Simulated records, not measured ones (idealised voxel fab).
The process module that follows is named voxel gate over fins.
215 nm wide, 5 nm square cells: that's cross-section cut.
A cross-section is a grid of square cells, given in bands from the top down. A band is one or more rows of cells. Within each band entry, the heights of the top and of the bottom of the band appear first, in that order and in nm; the materials of the band then follow from left to right, each with its corresponding width in nm. The designation "all across" on a single material indicates that it fills the band from edge to edge; the designation "blank" indicates empty space. Below 0: as-received wafer, all one material; heights counted from there. Lowest band: no bottom, goes on down, written "0..down". The notation "30->40" denotes a width that varies across the rows of cells in the band, beginning at the first number in the top row, finishing at the second number in the bottom row, and changing by an identical amount from each row to the next. "no change occurred" -> step changed no cross-section cell. Entry "Closed cavity list". Content: empty spaces with no open connection to the top, size 8 cells or greater. Each: width x height at distance. Distance: from left edge. Unit: nm. Heads up: the bit after the settings on a step's line is the simulator's remark on that step. The setting "overlay nm" may be written on the line of a step. When the step uses a mask, the value reports how far to the right of the planned place the mask lay, and a negative value reports that it lay to the left.

## Listed below are the process steps as planned
1) RECEIVE: material Si
2) CONFORMAL_DEP: material SiN, thk nm 5
3) MASKED_ETCH: tone cover, mask id FINS, width nm 15, pitch nm 40, etch materials SiN, depth nm 5, overlay nm 0
4) MASKED_ETCH: tone cover, mask id FINS, width nm 15, pitch nm 40, etch materials Si, depth nm 35, overlay nm 0
5) FILL_DEP: material SiO2, thk nm 15
6) CMP: height nm 5
7) SELECTIVE_ETCH: etch materials SiO2, depth nm 20
8) STRIP: etch materials SiN
9) CONFORMAL_DEP: material HfO2, thk nm 5
10) CONFORMAL_DEP: material TiN, thk nm 5
11) FILL_DEP: material W, thk nm 15
12) CMP: height nm 20
13) CONFORMAL_DEP: material SiN, thk nm 5

## Cross-section of the incoming wafer, state after step 1
> 0..down  Si all across
> Closed cavity list: none

## First of two wafers, end-of-module section, run followed plan
> 25..20  SiN all across
> 20..10  W all across
> 10..5  W=70  TiN=35  W=5  TiN=35  W=70
> 5..0  W=70  TiN=5  HfO2=25  TiN=5  W=5  TiN=5  HfO2=25  TiN=5  W=70
> 0..-5  W=70  TiN=5  HfO2=5  Si=15  HfO2=5  TiN=5  W=5  TiN=5  HfO2=5  Si=15  HfO2=5  TiN=5  W=70
> -5..-10  TiN=75  HfO2=5  Si=15  HfO2=5  TiN=15  HfO2=5  Si=15  HfO2=5  TiN=75
> -10..-15  HfO2=80  Si=15  HfO2=25  Si=15  HfO2=80
> -15..-35  SiO2=80  Si=15  SiO2=25  Si=15  SiO2=80
> -35..down  Si all across
> Closed cavity list: none

## End-of-module cross-section of the second wafer: identical starting point and process plan to the first, with one processing mistake
> 25..20  SiN all across
> 20..10  W all across
> 10..5  W=70  SiN=35  W=5  SiN=35  W=70
> 5..0  W=70  SiN=5  HfO2=25  SiN=5  W=5  SiN=5  HfO2=25  SiN=5  W=70
> 0..-5  W=70  SiN=5  HfO2=5  Si=15  HfO2=5  SiN=5  W=5  SiN=5  HfO2=5  Si=15  HfO2=5  SiN=5  W=70
> -5..-10  SiN=75  HfO2=5  Si=15  HfO2=5  SiN=15  HfO2=5  Si=15  HfO2=5  SiN=75
> -10..-15  HfO2=80  Si=15  HfO2=25  Si=15  HfO2=80
> -15..-35  SiO2=80  Si=15  SiO2=25  Si=15  SiO2=80
> -35..down  Si all across
> Closed cavity list: none
The mistake made against the process plan was this: step 10 was processed under conditions differing from the plan, specifically as CONFORMAL_DEP: material SiN, thk nm 5
Once processing is complete, comparing cell counts shows that the second wafer has more or fewer of certain materials than the first: SiN: 55 more, TiN: 55 fewer
